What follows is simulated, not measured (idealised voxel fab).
A process module follows: voxel transistor to metal.
The width of the displayed cross-section, cut, is 195 nm; its cells are square, with a size of 5 nm.
Cross-section = grid of square cells, listed top down in bands; band = one or more rows. In this notation a band is specified by the heights of its top and bottom, in that order and in nm, after which its materials appear from left to right, each paired with its width in nm. The word "full width" attached to a single material means that material fills the band from edge to edge; the word "air" stands for empty space. The level at which height equals 0 is the one under which the wafer, as it arrives, is entirely one material. No lower edge exists for the bottom band, which continues downward and is notated as in "0 -> down". A two-number width, for instance "30 to 40", indicates that the width is equal to the first number in the top row of the band and to the second number in the bottom row, and that it changes by a constant amount per row of cells. Where a step carries "nothing was modified", the cross-section came out of it unchanged, cell for cell. "Sealed void inventory": sealed empty spaces, 8 cells or more, no open way to top, listed width x height at distance, with distance from the left edge and width, height and distance in nm. On a step's line, text after the settings is the simulator commenting on that step. overlay nm: right-of-plan distance of the mask on a masked step; negative values mean left-of-plan.

-- The following list gives the planned process steps
1,RECEIVE [material Si]
2,CONFORMAL_DEP [material SiO2] [thk nm 5]
3,CONFORMAL_DEP [material SiN] [thk nm 10]
4,MASKED_ETCH [tone cover] [mask id ACTIVE] [width nm 125] [etch materials SiN] [depth nm 10] [overlay nm 0]
5,MASKED_ETCH [tone cover] [mask id ACTIVE] [width nm 125] [etch materials SiO2] [depth nm 5] [overlay nm 0]
6,MASKED_ETCH [tone cover] [mask id ACTIVE] [width nm 125] [etch materials Si] [depth nm 25] [overlay nm 0]
7,FILL_DEP [material SiO2] [thk nm 5]
8,CMP [height nm 15]
9,SELECTIVE_ETCH [etch materials SiO2] [depth nm 10]
10,STRIP [etch materials SiN]
11,SELECTIVE_ETCH [etch materials SiO2] [depth nm 5]
12,OXIDIZE [depth nm 5]
13,DIRECTIONAL_DEP [material polySi] [thk nm 25]
14,DIRECTIONAL_DEP [material SiCN] [thk nm 10]
15,PATTERN [tone cover] [mask id GATE] [material resist] [width nm 25] [thk nm 15] [overlay nm 0]
16,DIRECTIONAL_ETCH [etch materials SiCN] [depth nm 20]
17,DIRECTIONAL_ETCH [etch materials polySi] [depth nm 35]
18,STRIP [etch materials resist]
19,CONFORMAL_DEP [material SiN] [thk nm 10]
20,DIRECTIONAL_ETCH [etch materials SiN] [depth nm 10]
21,DIRECTIONAL_ETCH [etch materials SiO2] [depth nm 5]
22,DIRECTIONAL_ETCH [etch materials Si] [depth nm 5]
23,EPI [material SiGe] [thk nm 10]
24,FILL_DEP [material SiO2] [thk nm 10]
25,CMP [height nm 35]
26,DIRECTIONAL_DEP [material SiO2] [thk nm 15]
27,DIRECTIONAL_DEP [material aC] [thk nm 15]
28,PATTERN [tone open] [mask id CONTACT] [material resist] [width nm 35] [pitch nm 70] [thk nm 30] [overlay nm 0]
29,DIRECTIONAL_ETCH [etch materials aC] [depth nm 15]
30,STRIP [etch materials resist]
31,DIRECTIONAL_ETCH [etch materials SiO2] [depth nm 50]
32,STRIP [etch materials aC]
33,CONFORMAL_DEP [material TiN] [thk nm 5]
34,FILL_DEP [material Ru] [thk nm 10]
35,CMP [height nm 50]
36,CONFORMAL_DEP [material SiCN] [thk nm 5]
37,DIRECTIONAL_DEP [material lowk] [thk nm 20]
38,MASKED_ETCH [tone open] [mask id METAL_1] [width nm 20] [pitch nm 85] [etch materials lowk] [depth nm 20] [overlay nm 0]
39,MASKED_ETCH [tone open] [mask id METAL_1] [width nm 20] [pitch nm 85] [etch materials SiCN] [depth nm 5] [overlay nm 0]
40,CONFORMAL_DEP [material TiN] [thk nm 5]
41,FILL_DEP [material W] [thk nm 5]
42,CMP [height nm 75]
43,CONFORMAL_DEP [material SiCN] [thk nm 5]
44,DIRECTIONAL_DEP [material SiO2] [thk nm 30]
45,PATTERN [tone open] [mask id METAL_2] [material resist] [width nm 20] [pitch nm 85] [thk nm 15] [overlay nm 0]
46,DIRECTIONAL_ETCH [etch materials SiO2] [depth nm 20]
47,STRIP [etch materials resist]
48,MASKED_ETCH [tone open] [mask id METAL_2_HOLES] [width nm 15] [pitch nm 85] [etch materials SiO2] [depth nm 10] [overlay nm 0]
49,MASKED_ETCH [tone open] [mask id METAL_2_HOLES] [width nm 15] [pitch nm 85] [etch materials SiCN] [depth nm 5] [overlay nm 0]
50,CONFORMAL_DEP [material TiN] [thk nm 5]
51,FILL_DEP [material Cu] [thk nm 10]
52,CMP [height nm 110]
53,CONFORMAL_DEP [material SiN] [thk nm 5]

-- First wafer, two in total, run as planned

-- Incoming wafer, cross-sectional view, post step 1
  0 -> down  Si full width
  Sealed void inventory: none

-- Take a look at the wafer's cross-section after step 2
  5 -> 0  SiO2 full width
  Anything lower than 0 is untouched.

-- Take a look at the wafer's cross-section after step 3
  15 -> 5  SiN full width
  Anything lower than 5 is untouched.

-- Take a look at the wafer's cross-section after step 4
  15 -> 5  air 35  SiN 125  air 35
  Anything lower than 5 is untouched.

-- Take a look at the wafer's cross-section after step 5
  15 -> 5  air 35  SiN 125  air 35
  5 -> 0  air 35  SiO2 125  air 35
  Anything lower than 0 is untouched.

-- Take a look at the wafer's cross-section after step 6
  15 -> 5  air 35  SiN 125  air 35
  5 -> 0  air 35  SiO2 125  air 35
  0 -> -25  air 35  Si 125  air 35
  Anything lower than -25 is untouched.

-- Take a look at the wafer's cross-section after step 7
  20 -> 15  SiO2 full width
  15 -> 5  SiO2 35  SiN 125  SiO2 35
  5 -> 0  SiO2 full width
  0 -> -25  SiO2 35  Si 125  SiO2 35
  Anything lower than -25 is untouched.

-- Take a look at the wafer's cross-section after step 8
  15 -> 5  SiO2 35  SiN 125  SiO2 35
  Anything lower than 5 is untouched.

-- Take a look at the wafer's cross-section after step 9
  15 -> 5  air 35  SiN 125  air 35
  Anything lower than 5 is untouched.

-- Take a look at the wafer's cross-section after step 10
  5 -> 0  SiO2 full width
  Anything lower than 0 is untouched.

-- Take a look at the wafer's cross-section after step 11
  0 -> -25  SiO2 35  Si 125  SiO2 35
  Anything lower than -25 is untouched.

-- Take a look at the wafer's cross-section after step 12
  0 -> -5  SiO2 full width
  Anything lower than -5 is untouched.

-- Take a look at the wafer's cross-section after step 13
  25 -> 0  polySi full width
  Anything lower than 0 is untouched.

-- Take a look at the wafer's cross-section after step 14
  35 -> 25  SiCN full width
  Anything lower than 25 is untouched.

-- Take a look at the wafer's cross-section after step 15
  50 -> 35  air 85  resist 25  air 85
  Anything lower than 35 is untouched.

-- Take a look at the wafer's cross-section after step 16
  50 -> 35  air 85  resist 25  air 85
  35 -> 25  air 85  SiCN 25  air 85
  Anything lower than 25 is untouched.

-- Take a look at the wafer's cross-section after step 17
  50 -> 35  air 85  resist 25  air 85
  35 -> 25  air 85  SiCN 25  air 85
  25 -> 0  air 85  polySi 25  air 85
  Anything lower than 0 is untouched.

-- Take a look at the wafer's cross-section after step 18
  35 -> 25  air 85  SiCN 25  air 85
  Anything lower than 25 is untouched.

-- Take a look at the wafer's cross-section after step 19
  45 -> 35  air 75  SiN 45  air 75
  35 -> 25  air 75  SiN 10  SiCN 25  SiN 10  air 75
  25 -> 10  air 75  SiN 10  polySi 25  SiN 10  air 75
  10 -> 0  SiN 85  polySi 25  SiN 85
  Anything lower than 0 is untouched.

-- Take a look at the wafer's cross-section after step 20
  35 -> 25  air 75  SiN 10  SiCN 25  SiN 10  air 75
  25 -> 0  air 75  SiN 10  polySi 25  SiN 10  air 75
  Anything lower than 0 is untouched.

-- Take a look at the wafer's cross-section after step 21
  35 -> 25  air 75  SiN 10  SiCN 25  SiN 10  air 75
  25 -> 0  air 75  SiN 10  polySi 25  SiN 10  air 75
  0 -> -5  air 75  SiO2 45  air 75
  Anything lower than -5 is untouched.

-- Take a look at the wafer's cross-section after step 22
  35 -> 25  air 75  SiN 10  SiCN 25  SiN 10  air 75
  25 -> 0  air 75  SiN 10  polySi 25  SiN 10  air 75
  0 -> -5  air 75  SiO2 45  air 75
  -5 -> -10  SiO2 35  air 40  Si 45  air 40  SiO2 35
  Anything lower than -10 is untouched.

-- Take a look at the wafer's cross-section after step 23
  35 -> 25  air 75  SiN 10  SiCN 25  SiN 10  air 75
  25 -> 5  air 75  SiN 10  polySi 25  SiN 10  air 75
  5 -> 0  air 65  SiGe 10  SiN 10  polySi 25  SiN 10  SiGe 10  air 65
  0 -> -5  air 30  SiGe 45  SiO2 45  SiGe 45  air 30
  -5 -> -10  SiO2 35  SiGe 40  Si 45  SiGe 40  SiO2 35
  Anything lower than -10 is untouched.

-- Take a look at the wafer's cross-section after step 24
  45 -> 35  SiO2 full width
  35 -> 25  SiO2 75  SiN 10  SiCN 25  SiN 10  SiO2 75
  25 -> 5  SiO2 75  SiN 10  polySi 25  SiN 10  SiO2 75
  5 -> 0  SiO2 65  SiGe 10  SiN 10  polySi 25  SiN 10  SiGe 10  SiO2 65
  0 -> -5  SiO2 30  SiGe 45  SiO2 45  SiGe 45  SiO2 30
  Anything lower than -5 is untouched.

-- Take a look at the wafer's cross-section after step 25
  35 -> 25  SiO2 75  SiN 10  SiCN 25  SiN 10  SiO2 75
  Anything lower than 25 is untouched.

-- Take a look at the wafer's cross-section after step 26
  50 -> 35  SiO2 full width
  Anything lower than 35 is untouched.

-- Take a look at the wafer's cross-section after step 27
  65 -> 50  aC full width
  Anything lower than 50 is untouched.

-- Take a look at the wafer's cross-section after step 28
  95 -> 65  resist 45  air 35  resist 35  air 35  resist 45
  Anything lower than 65 is untouched.

-- Take a look at the wafer's cross-section after step 29
  80 -> 65  resist 45  air 35  resist 35  air 35  resist 45
  65 -> 50  aC 45  air 35  aC 35  air 35  aC 45
  Anything lower than 50 is untouched.

-- Take a look at the wafer's cross-section after step 30
  65 -> 50  aC 45  air 35  aC 35  air 35  aC 45
  Anything lower than 50 is untouched.

-- Take a look at the wafer's cross-section after step 31
  65 -> 50  aC 45  air 35  aC 35  air 35  aC 45
  50 -> 35  SiO2 45  air 35  SiO2 35  air 35  SiO2 45
  35 -> 25  SiO2 45  air 30  SiN 10  SiCN 25  SiN 10  air 30  SiO2 45
  25 -> 5  SiO2 45  air 30  SiN 10  polySi 25  SiN 10  air 30  SiO2 45
  5 -> 0  SiO2 45  air 20  SiGe 10  SiN 10  polySi 25  SiN 10  SiGe 10  air 20  SiO2 45
  Anything lower than 0 is untouched.

-- Take a look at the wafer's cross-section after step 32
  50 -> 35  SiO2 45  air 35  SiO2 35  air 35  SiO2 45
  Anything lower than 35 is untouched.

-- Take a look at the wafer's cross-section after step 33
  55 -> 50  TiN 50  air 25  TiN 45  air 25  TiN 50
  50 -> 40  SiO2 45  TiN 5  air 25  TiN 5  SiO2 35  TiN 5  air 25  TiN 5  SiO2 45
  40 -> 35  SiO2 45  TiN 5  air 20  TiN 10  SiO2 35  TiN 10  air 20  TiN 5  SiO2 45
  35 -> 25  SiO2 45  TiN 5  air 20  TiN 5  SiN 10  SiCN 25  SiN 10  TiN 5  air 20  TiN 5  SiO2 45
  25 -> 10  SiO2 45  TiN 5  air 20  TiN 5  SiN 10  polySi 25  SiN 10  TiN 5  air 20  TiN 5  SiO2 45
  10 -> 5  SiO2 45  TiN 5  air 10  TiN 15  SiN 10  polySi 25  SiN 10  TiN 15  air 10  TiN 5  SiO2 45
  5 -> 0  SiO2 45  TiN 20  SiGe 10  SiN 10  polySi 25  SiN 10  SiGe 10  TiN 20  SiO2 45
  Anything lower than 0 is untouched.

-- Take a look at the wafer's cross-section after step 34
  65 -> 55  Ru full width
  55 -> 50  TiN 50  Ru 25  TiN 45  Ru 25  TiN 50
  50 -> 40  SiO2 45  TiN 5  Ru 25  TiN 5  SiO2 35  TiN 5  Ru 25  TiN 5  SiO2 45
  40 -> 35  SiO2 45  TiN 5  Ru 20  TiN 10  SiO2 35  TiN 10  Ru 20  TiN 5  SiO2 45
  35 -> 25  SiO2 45  TiN 5  Ru 20  TiN 5  SiN 10  SiCN 25  SiN 10  TiN 5  Ru 20  TiN 5  SiO2 45
  25 -> 10  SiO2 45  TiN 5  Ru 20  TiN 5  SiN 10  polySi 25  SiN 10  TiN 5  Ru 20  TiN 5  SiO2 45
  10 -> 5  SiO2 45  TiN 5  Ru 10  TiN 15  SiN 10  polySi 25  SiN 10  TiN 15  Ru 10  TiN 5  SiO2 45
  Anything lower than 5 is untouched.

-- Take a look at the wafer's cross-section after step 35
  50 -> 40  SiO2 45  TiN 5  Ru 25  TiN 5  SiO2 35  TiN 5  Ru 25  TiN 5  SiO2 45
  Anything lower than 40 is untouched.

-- Take a look at the wafer's cross-section after step 36
  55 -> 50  SiCN full width
  Anything lower than 50 is untouched.

-- Take a look at the wafer's cross-section after step 37
  75 -> 55  lowk full width
  Anything lower than 55 is untouched.

-- Take a look at the wafer's cross-section after step 38
  75 -> 55  lowk 45  air 20  lowk 65  air 20  lowk 45
  Anything lower than 55 is untouched.

-- Take a look at the wafer's cross-section after step 39
  75 -> 55  lowk 45  air 20  lowk 65  air 20  lowk 45
  55 -> 50  SiCN 45  air 20  SiCN 65  air 20  SiCN 45
  Anything lower than 50 is untouched.

-- Take a look at the wafer's cross-section after step 40
  80 -> 75  TiN 50  air 10  TiN 75  air 10  TiN 50
  75 -> 55  lowk 45  TiN 5  air 10  TiN 5  lowk 65  TiN 5  air 10  TiN 5  lowk 45
  55 -> 50  SiCN 45  TiN 20  SiCN 65  TiN 20  SiCN 45
  Anything lower than 50 is untouched.

-- Take a look at the wafer's cross-section after step 41
  85 -> 80  W full width
  80 -> 75  TiN 50  W 10  TiN 75  W 10  TiN 50
  75 -> 55  lowk 45  TiN 5  W 10  TiN 5  lowk 65  TiN 5  W 10  TiN 5  lowk 45
  Anything lower than 55 is untouched.

-- Take a look at the wafer's cross-section after step 42
  75 -> 55  lowk 45  TiN 5  W 10  TiN 5  lowk 65  TiN 5  W 10  TiN 5  lowk 45
  Anything lower than 55 is untouched.

-- Take a look at the wafer's cross-section after step 43
  80 -> 75  SiCN full width
  Anything lower than 75 is untouched.

-- Take a look at the wafer's cross-section after step 44
  110 -> 80  SiO2 full width
  Anything lower than 80 is untouched.

-- Take a look at the wafer's cross-section after step 45
  125 -> 110  resist 45  air 20  resist 65  air 20  resist 45
  Anything lower than 110 is untouched.

-- Take a look at the wafer's cross-section after step 46
  125 -> 110  resist 45  air 20  resist 65  air 20  resist 45
  110 -> 90  SiO2 45  air 20  SiO2 65  air 20  SiO2 45
  Anything lower than 90 is untouched.

-- Take a look at the wafer's cross-section after step 47
  110 -> 90  SiO2 45  air 20  SiO2 65  air 20  SiO2 45
  Anything lower than 90 is untouched.

-- Take a look at the wafer's cross-section after step 48
  110 -> 90  SiO2 45  air 20  SiO2 65  air 20  SiO2 45
  90 -> 80  SiO2 45  air 15  SiO2 70  air 15  SiO2 50
  Anything lower than 80 is untouched.

-- Take a look at the wafer's cross-section after step 49
  110 -> 90  SiO2 45  air 20  SiO2 65  air 20  SiO2 45
  90 -> 80  SiO2 45  air 15  SiO2 70  air 15  SiO2 50
  80 -> 75  SiCN 45  air 15  SiCN 70  air 15  SiCN 50
  Anything lower than 75 is untouched.

-- Take a look at the wafer's cross-section after step 50
  115 -> 110  TiN 50  air 10  TiN 75  air 10  TiN 50
  110 -> 95  SiO2 45  TiN 5  air 10  TiN 5  SiO2 65  TiN 5  air 10  TiN 5  SiO2 45
  95 -> 90  SiO2 45  TiN 5  air 5  TiN 10  SiO2 65  TiN 5  air 5  TiN 10  SiO2 45
  90 -> 80  SiO2 45  TiN 5  air 5  TiN 5  SiO2 70  TiN 5  air 5  TiN 5  SiO2 50
  80 -> 75  SiCN 45  TiN 15  SiCN 70  TiN 15  SiCN 50
  Anything lower than 75 is untouched.

-- Take a look at the wafer's cross-section after step 51
  125 -> 115  Cu full width
  115 -> 110  TiN 50  Cu 10  TiN 75  Cu 10  TiN 50
  110 -> 95  SiO2 45  TiN 5  Cu 10  TiN 5  SiO2 65  TiN 5  Cu 10  TiN 5  SiO2 45
  95 -> 90  SiO2 45  TiN 5  Cu 5  TiN 10  SiO2 65  TiN 5  Cu 5  TiN 10  SiO2 45
  90 -> 80  SiO2 45  TiN 5  Cu 5  TiN 5  SiO2 70  TiN 5  Cu 5  TiN 5  SiO2 50
  Anything lower than 80 is untouched.

-- Take a look at the wafer's cross-section after step 52
  110 -> 95  SiO2 45  TiN 5  Cu 10  TiN 5  SiO2 65  TiN 5  Cu 10  TiN 5  SiO2 45
  Anything lower than 95 is untouched.

-- Take a look at the wafer's cross-section after step 53
  115 -> 110  SiN full width
  Anything lower than 110 is untouched.

-- Second wafer - shared start and plan with the first - one error in running - same as the first up to step 44 inclusive

-- Second wafer, sectioned view, at step 45's planned end time
  125 -> 110  air 45  resist 20  air 65  resist 20  air 45
  Anything lower than 110 is untouched.

-- Second wafer, sectioned view, at step 46's planned end time
  125 -> 110  air 45  resist 20  air 65  resist 20  air 45
  110 -> 90  air 45  SiO2 20  air 65  SiO2 20  air 45
  Anything lower than 90 is untouched.

-- Second wafer, sectioned view, at step 47's planned end time
  110 -> 90  air 45  SiO2 20  air 65  SiO2 20  air 45
  Anything lower than 90 is untouched.

-- Second wafer, sectioned view, at step 48's planned end time
  110 -> 100  air 60  SiO2 5  air 80  SiO2 5  air 45
  Anything lower than 100 is untouched.

Second wafer, sectioned view, at step 49's planned end time: nothing was modified

-- Second wafer, sectioned view, at step 50's planned end time
  115 -> 110  air 55  TiN 15  air 70  TiN 15  air 40
  110 -> 100  air 55 to 40  TiN 5 to 20  SiO2 5  TiN 5  air 70 to 55  TiN 5 to 20  SiO2 5  TiN 5  air 40
  100 -> 95  air 40  TiN 5  SiO2 20  TiN 5  air 55  TiN 5  SiO2 20  TiN 5  air 40
  95 -> 90  TiN 45  SiO2 20  TiN 65  SiO2 20  TiN 45
  Anything lower than 90 is untouched.

-- Second wafer, sectioned view, at step 51's planned end time
  125 -> 115  Cu full width
  115 -> 110  Cu 55  TiN 15  Cu 70  TiN 15  Cu 40
  110 -> 100  Cu 55 to 40  TiN 5 to 20  SiO2 5  TiN 5  Cu 70 to 55  TiN 5 to 20  SiO2 5  TiN 5  Cu 40
  100 -> 95  Cu 40  TiN 5  SiO2 20  TiN 5  Cu 55  TiN 5  SiO2 20  TiN 5  Cu 40
  Anything lower than 95 is untouched.

-- Second wafer, sectioned view, at step 52's planned end time
  110 -> 100  Cu 55 to 40  TiN 5 to 20  SiO2 5  TiN 5  Cu 70 to 55  TiN 5 to 20  SiO2 5  TiN 5  Cu 40
  Anything lower than 100 is untouched.

-- Second wafer, sectioned view, at step 53's planned end time
  115 -> 110  SiN full width
  Anything lower than 110 is untouched.
Here's what went sideways: step 45, actual vs plan mismatch, actual run PATTERN [tone cover] [mask id METAL_2] [material resist] [width nm 20] [pitch nm 85] [thk nm 15] [overlay nm 0]
at the end the second wafer has, in cells: Cu: 69 more; SiCN: 6 more; SiO2: 92 fewer; TiN: 17 more
